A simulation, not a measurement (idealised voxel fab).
process module | voxel fin reveal
cross-section cut | 300 nm wide | cells 5 nm
A cross-section is a grid of square cells, given in bands from the top down. A band is one or more rows of cells.
Each band's line starts with the height of the band's top and of its bottom, in nm. Then come its materials from left to right, each with its width in nm. One material with "throughout" fills the band from edge to edge. "air" is empty space.
Height 0 is the level under which the wafer as received is all one material. The lowest band goes on downwards, as in "0 down".
A width such as "30 to 40" changes by the same amount from each row of cells to the next, from the band's top row to its bottom row.
"no change" after a step means that no cell of the cross-section changed.
closed voids: empty space of 8 cells or more with no open way to the top, each as width x height at its distance from the left edge, in nm
after a step's settings: what the simulator itself notes on the step
overlay nm, on a step with a mask: how far to the right of its planned place the mask lay; to the left if negative
plan
1 op RECEIVE | material Si
2 op CONFORMAL_DEP | material SiN | thk nm 10
3 op PATTERN | tone cover | mask id FINS | material resist | width nm 15 | pitch nm 35 | thk nm 15 | overlay nm 0
4 op DIRECTIONAL_ETCH | etch materials SiN | depth nm 10
5 op DIRECTIONAL_ETCH | etch materials Si | depth nm 35
6 op STRIP | etch materials resist
7 op FILL_DEP | material SiO2 | thk nm 10
8 op CMP | height nm 10
9 op SELECTIVE_ETCH | etch materials SiO2 | depth nm 35
10 op STRIP | etch materials SiN
11 op CONFORMAL_DEP | material SiO2 | thk nm 5
varied across the wafers: thk nm of step 11. The plan shows the first wafer's value. All wafers start alike
first wafer as received, after step 1
  0 down: Si throughout
  closed voids: none
each wafer at the end: cells of each material gained (+) or lost (-) since it was received, then its closed voids
thk nm 5 | -357 Si | +192 SiO2 | closed voids: none
thk nm 10 | -357 Si | +282 SiO2 | closed voids: none
thk nm 15 | -357 Si | +352 SiO2 | closed voids: none
thk nm 20 | -357 Si | +422 SiO2 | closed voids: none
